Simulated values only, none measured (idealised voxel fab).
Process module, titled voxel capacitor over wiring
We display cut, a cross-section 150 nm in width whose square cells are each 5 nm.
Cross-section spec: square-cell grid; bands listed top down; each band is one or more rows. Quick guide to a band line: top height, bottom height (nm) up front; then every material left to right with its width in nm. Only one material and it's marked "full width"? Then it fills the band edge to edge. And "air" just means empty space. Below 0: as-received wafer, all one material; heights counted from there. Lowest band: no bottom, goes on down, written "top 0, no bottom". The width entry "30 to 40" should be interpreted row by row: the top row of cells in the band takes the first number, the bottom row takes the second number, and the change between adjacent rows is uniform throughout. You'll sometimes find "identical to before" written for a step, and that's the way of saying that nowhere in the cross-section did a cell change during that step. Closed empty spaces (no open way to the top) of 8 cells or more are what "Voids, fully enclosed" lists, each as width x height at distance from the left edge, nm for all three. It should be noted that, on the line of a given step, the content following the step's settings is a remark produced by the simulator itself with respect to that step. Each step line may optionally specify "overlay nm", which for a step with a mask gives the rightward distance between the mask's planned place and where it lay, a negative value indicating the leftward direction. Below you will find pairs of cross-sections. In each, one shows the wafer before one process step and the other after it, with the after view ending at the lowest band that changed. Under each pair is the step separating them, along with its settings. Do not assume the pairs form a chain: they can come from different runs of this module on the same starting wafer, and a pair continues from the pair above it only when its "Pre-step geometry" entry says so.
Pre-step geometry
  top 90, bottom 75 = aC full width
  top 75, bottom 65 = TiN full width
  top 65, bottom 60 = SiN full width
  top 60, bottom 50 = TiN full width
  top 50, bottom 35 = 30 lowk | 15 Ru | 105 lowk
  top 35, bottom 30 = 30 SiCN | 15 Ru | 105 SiCN
  top 30, bottom 15 = 10 lowk | 5 SiCN | 30 W | 5 SiCN | 50 lowk | 5 SiCN | 30 W | 5 SiCN | 10 lowk
  top 15, bottom 10 = 15 SiCN | 30 TiN | 60 SiCN | 30 TiN | 15 SiCN
  top 10, bottom 0 = SiO2 full width
  top 0, no bottom = Si full width
  Voids, fully enclosed: none
Resultant Cross-Section
  top 125, bottom 90 = 40 air | 65 resist | 45 air
  Lower than 90, everything is as it was.
  Voids, fully enclosed: none
The before and after cross-sections above are linked by op PATTERN | tone cover | mask id UPPER_PLATE | material resist | width nm 65 | thk nm 35 | overlay nm 10
Pre-step geometry: as shown after the step in the preceding pair, directly above.
Resultant Cross-Section
  top 110, bottom 90 = 40 air | 65 resist | 45 air
  top 90, bottom 75 = 40 air | 65 aC | 45 air
  Lower than 75, everything is as it was.
  Voids, fully enclosed: none
The before and after cross-sections above are linked by op DIRECTIONAL_ETCH | etch materials aC | depth nm 15
Pre-step geometry: as shown after the step in the preceding pair, directly above.
Resultant Cross-Section
  top 90, bottom 75 = 40 air | 65 aC | 45 air
  Lower than 75, everything is as it was.
  Voids, fully enclosed: none
The before and after cross-sections above are linked by op STRIP | etch materials resist
Pre-step geometry: as shown after the step in the preceding pair, directly above.
Resultant Cross-Section
  top 90, bottom 75 = 40 air | 65 aC | 45 air
  top 75, bottom 65 = 40 air | 65 TiN | 45 air
  Lower than 65, everything is as it was.
  Voids, fully enclosed: none
The before and after cross-sections above are linked by op DIRECTIONAL_ETCH | etch materials TiN | depth nm 10
Pre-step geometry: as shown after the step in the preceding pair, directly above.
Resultant Cross-Section
  top 90, bottom 75 = 40 air | 65 aC | 45 air
  top 75, bottom 65 = 40 air | 65 TiN | 45 air
  top 65, bottom 60 = 40 air | 65 SiN | 45 air
  Lower than 60, everything is as it was.
  Voids, fully enclosed: none
The before and after cross-sections above are linked by op DIRECTIONAL_ETCH | etch materials SiN | depth nm 5
Pre-step geometry: as shown after the step in the preceding pair, directly above.
Resultant Cross-Section
  top 75, bottom 65 = 40 air | 65 TiN | 45 air
  Lower than 65, everything is as it was.
  Voids, fully enclosed: none
The before and after cross-sections above are linked by op STRIP | etch materials aC
Pre-step geometry: as shown after the step in the preceding pair, directly above.
Resultant Cross-Section
  top 90, bottom 75 = 40 air | 65 aC | 45 air
  top 75, bottom 65 = 40 aC | 65 TiN | 45 aC
  top 65, bottom 60 = 40 aC | 65 SiN | 45 aC
  Lower than 60, everything is as it was.
  Voids, fully enclosed: none
The before and after cross-sections above are linked by op DIRECTIONAL_DEP | material aC | thk nm 15
Pre-step geometry: as shown after the step in the preceding pair, directly above.
Resultant Cross-Section
  top 125, bottom 90 = 25 air | 75 resist | 50 air
  top 90, bottom 75 = 25 air | 15 resist | 65 aC | 45 air
  Lower than 75, everything is as it was.
  Voids, fully enclosed: none
The before and after cross-sections above are linked by op PATTERN | tone cover | mask id LOWER_PLATE | material resist | width nm 75 | thk nm 35 | overlay nm 0
Pre-step geometry: as shown after the step in the preceding pair, directly above.
Resultant Cross-Section
  top 110, bottom 90 = 25 air | 75 resist | 50 air
  top 90, bottom 75 = 25 air | 15 resist | 60 aC | 50 air
  top 75, bottom 65 = 25 air | 15 aC | 65 TiN | 45 air
  top 65, bottom 60 = 25 air | 15 aC | 65 SiN | 45 air
  Lower than 60, everything is as it was.
  Voids, fully enclosed: none
The before and after cross-sections above are linked by op DIRECTIONAL_ETCH | etch materials aC | depth nm 15
Pre-step geometry: as shown after the step in the preceding pair, directly above.
Resultant Cross-Section
  top 90, bottom 75 = 40 air | 60 aC | 50 air
  Lower than 75, everything is as it was.
  Voids, fully enclosed: none
The before and after cross-sections above are linked by op STRIP | etch materials resist
Pre-step geometry: as shown after the step in the preceding pair, directly above.
Resultant Cross-Section
  top 90, bottom 75 = 40 air | 60 aC | 50 air
  top 75, bottom 65 = 25 air | 15 aC | 60 TiN | 50 air
  top 65, bottom 60 = 25 air | 15 aC | 65 SiN | 45 air
  top 60, bottom 50 = 25 air | 80 TiN | 45 air
  Lower than 50, everything is as it was.
  Voids, fully enclosed: none
The before and after cross-sections above are linked by op DIRECTIONAL_ETCH | etch materials TiN | depth nm 10
Pre-step geometry: as shown after the step in the preceding pair, directly above.
Resultant Cross-Section
  top 75, bottom 65 = 40 air | 60 TiN | 50 air
  top 65, bottom 60 = 40 air | 65 SiN | 45 air
  Lower than 60, everything is as it was.
  Voids, fully enclosed: none
The before and after cross-sections above are linked by op STRIP | etch materials aC
Pre-step geometry: as shown after the step in the preceding pair, directly above.
Resultant Cross-Section
  top 90, bottom 75 = SiO2 full width
  top 75, bottom 65 = 40 SiO2 | 60 TiN | 50 SiO2
  top 65, bottom 60 = 40 SiO2 | 65 SiN | 45 SiO2
  top 60, bottom 50 = 25 SiO2 | 80 TiN | 45 SiO2
  Lower than 50, everything is as it was.
  Voids, fully enclosed: none
The before and after cross-sections above are linked by op FILL_DEP | material SiO2 | thk nm 15
Pre-step geometry: as shown after the step in the preceding pair, directly above.
Resultant Cross-Section
  top 85, bottom 75 = SiO2 full width
  Lower than 75, everything is as it was.
  Voids, fully enclosed: none
The before and after cross-sections above are linked by op CMP | height nm 85
Pre-step geometry: as shown after the step in the preceding pair, directly above.
Resultant Cross-Section
  top 105, bottom 85 = 40 resist | 15 air | 95 resist
  Lower than 85, everything is as it was.
  Voids, fully enclosed: none
The before and after cross-sections above are linked by op PATTERN | tone open | mask id PLUG_2 | material resist | width nm 15 | thk nm 20 | overlay nm 0
Pre-step geometry: as shown after the step in the preceding pair, directly above.
Resultant Cross-Section
  top 105, bottom 85 = 40 resist | 15 air | 95 resist
  top 85, bottom 75 = 40 SiO2 | 15 air | 95 SiO2
  Lower than 75, everything is as it was.
  Voids, fully enclosed: none
The before and after cross-sections above are linked by op DIRECTIONAL_ETCH | etch materials SiO2 | depth nm 10
Pre-step geometry: as shown after the step in the preceding pair, directly above.
Resultant Cross-Section
  top 85, bottom 75 = 40 SiO2 | 15 air | 95 SiO2
  Lower than 75, everything is as it was.
  Voids, fully enclosed: none
The before and after cross-sections above are linked by op STRIP | etch materials resist
Pre-step geometry: as shown after the step in the preceding pair, directly above.
Resultant Cross-Section
  top 90, bottom 85 = 45 TiN | 5 air | 100 TiN
  top 85, bottom 80 = 40 SiO2 | 5 TiN | 5 air | 5 TiN | 95 SiO2
  top 80, bottom 75 = 40 SiO2 | 15 TiN | 95 SiO2
  Lower than 75, everything is as it was.
  Voids, fully enclosed: none
The before and after cross-sections above are linked by op CONFORMAL_DEP | material TiN | thk nm 5
Pre-step geometry: as shown after the step in the preceding pair, directly above.
Resultant Cross-Section
  top 100, bottom 90 = Cu full width
  top 90, bottom 85 = 45 TiN | 5 Cu | 100 TiN
  top 85, bottom 80 = 40 SiO2 | 5 TiN | 5 Cu | 5 TiN | 95 SiO2
  Lower than 80, everything is as it was.
  Voids, fully enclosed: none
The before and after cross-sections above are linked by op FILL_DEP | material Cu | thk nm 10
Pre-step geometry: as shown after the step in the preceding pair, directly above.
Resultant Cross-Section
  top 85, bottom 80 = 40 SiO2 | 5 TiN | 5 Cu | 5 TiN | 95 SiO2
  Lower than 80, everything is as it was.
  Voids, fully enclosed: none
The before and after cross-sections above are linked by op CMP | height nm 85
Pre-step geometry: as shown after the step in the preceding pair, directly above.
Resultant Cross-Section
  top 90, bottom 85 = SiCN full width
  Lower than 85, everything is as it was.
  Voids, fully enclosed: none
The before and after cross-sections above are linked by op CONFORMAL_DEP | material SiCN | thk nm 5
Pre-step geometry
  top 85, bottom 80 = 40 SiO2 | 5 TiN | 5 Cu | 5 TiN | 95 SiO2
  top 80, bottom 75 = 40 SiO2 | 15 TiN | 95 SiO2
  top 75, bottom 65 = 30 SiO2 | 65 TiN | 55 SiO2
  top 65, bottom 60 = 30 SiO2 | 65 SiN | 55 SiO2
  top 60, bottom 50 = 25 SiO2 | 75 TiN | 50 SiO2
  top 50, bottom 35 = 30 lowk | 15 Ru | 105 lowk
  top 35, bottom 30 = 30 SiCN | 15 Ru | 105 SiCN
  top 30, bottom 15 = 10 lowk | 5 SiCN | 30 W | 5 SiCN | 50 lowk | 5 SiCN | 30 W | 5 SiCN | 10 lowk
  top 15, bottom 10 = 15 SiCN | 30 TiN | 60 SiCN | 30 TiN | 15 SiCN
  top 10, bottom 0 = SiO2 full width
  top 0, no bottom = Si full width
  Voids, fully enclosed: none
Resultant Cross-Section
  top 90, bottom 85 = SiO2 full width
  Lower than 85, everything is as it was.
  Voids, fully enclosed: none
The before and after cross-sections above are linked by op CONFORMAL_DEP | material SiO2 | thk nm 5
Pre-step geometry
  top 85, bottom 75 = SiO2 full width
  top 75, bottom 65 = 30 SiO2 | 65 TiN | 55 SiO2
  top 65, bottom 60 = 30 SiO2 | 65 SiN | 55 SiO2
  top 60, bottom 50 = 25 SiO2 | 75 TiN | 50 SiO2
  top 50, bottom 35 = 30 lowk | 15 Ru | 105 lowk
  top 35, bottom 30 = 30 SiCN | 15 Ru | 105 SiCN
  top 30, bottom 15 = 10 lowk | 5 SiCN | 30 W | 5 SiCN | 50 lowk | 5 SiCN | 30 W | 5 SiCN | 10 lowk
  top 15, bottom 10 = 15 SiCN | 30 TiN | 60 SiCN | 30 TiN | 15 SiCN
  top 10, bottom 0 = SiO2 full width
  top 0, no bottom = Si full width
  Voids, fully enclosed: none
Resultant Cross-Section
  top 105, bottom 85 = 40 air | 15 resist | 95 air
  Lower than 85, everything is as it was.
  Voids, fully enclosed: none
The before and after cross-sections above are linked by op PATTERN | tone cover | mask id PLUG_2 | material resist | width nm 15 | thk nm 20 | overlay nm 0
Pre-step geometry: as shown after the step in the preceding pair, directly above.
Resultant Cross-Section
  top 105, bottom 85 = 40 air | 15 resist | 95 air
  top 85, bottom 75 = 40 air | 15 SiO2 | 95 air
  Lower than 75, everything is as it was.
  Voids, fully enclosed: none
The before and after cross-sections above are linked by op DIRECTIONAL_ETCH | etch materials SiO2 | depth nm 10
Pre-step geometry: as shown after the step in the preceding pair, directly above.
Resultant Cross-Section
  top 85, bottom 75 = 40 air | 15 SiO2 | 95 air
  Lower than 75, everything is as it was.
  Voids, fully enclosed: none
The before and after cross-sections above are linked by op STRIP | etch materials resist
Pre-step geometry: as shown after the step in the preceding pair, directly above.
Resultant Cross-Section
  top 90, bottom 85 = 35 air | 25 TiN | 90 air
  top 85, bottom 80 = 35 air | 5 TiN | 15 SiO2 | 5 TiN | 90 air
  top 80, bottom 75 = 40 TiN | 15 SiO2 | 95 TiN
  Lower than 75, everything is as it was.
  Voids, fully enclosed: none
The before and after cross-sections above are linked by op CONFORMAL_DEP | material TiN | thk nm 5
Pre-step geometry: as shown after the step in the preceding pair, directly above.
Resultant Cross-Section
  top 100, bottom 90 = Cu full width
  top 90, bottom 85 = 35 Cu | 25 TiN | 90 Cu
  top 85, bottom 80 = 35 Cu | 5 TiN | 15 SiO2 | 5 TiN | 90 Cu
  Lower than 80, everything is as it was.
  Voids, fully enclosed: none
The before and after cross-sections above are linked by op FILL_DEP | material Cu | thk nm 10
Pre-step geometry: as shown after the step in the preceding pair, directly above.
Resultant Cross-Section
  top 85, bottom 80 = 35 Cu | 5 TiN | 15 SiO2 | 5 TiN | 90 Cu
  Lower than 80, everything is as it was.
  Voids, fully enclosed: none
The before and after cross-sections above are linked by op CMP | height nm 85
Pre-step geometry: as shown after the step in the preceding pair, directly above.
Resultant Cross-Section
  top 90, bottom 85 = SiCN full width
  Lower than 85, everything is as it was.
  Voids, fully enclosed: none
The before and after cross-sections above are linked by op CONFORMAL_DEP | material SiCN | thk nm 5
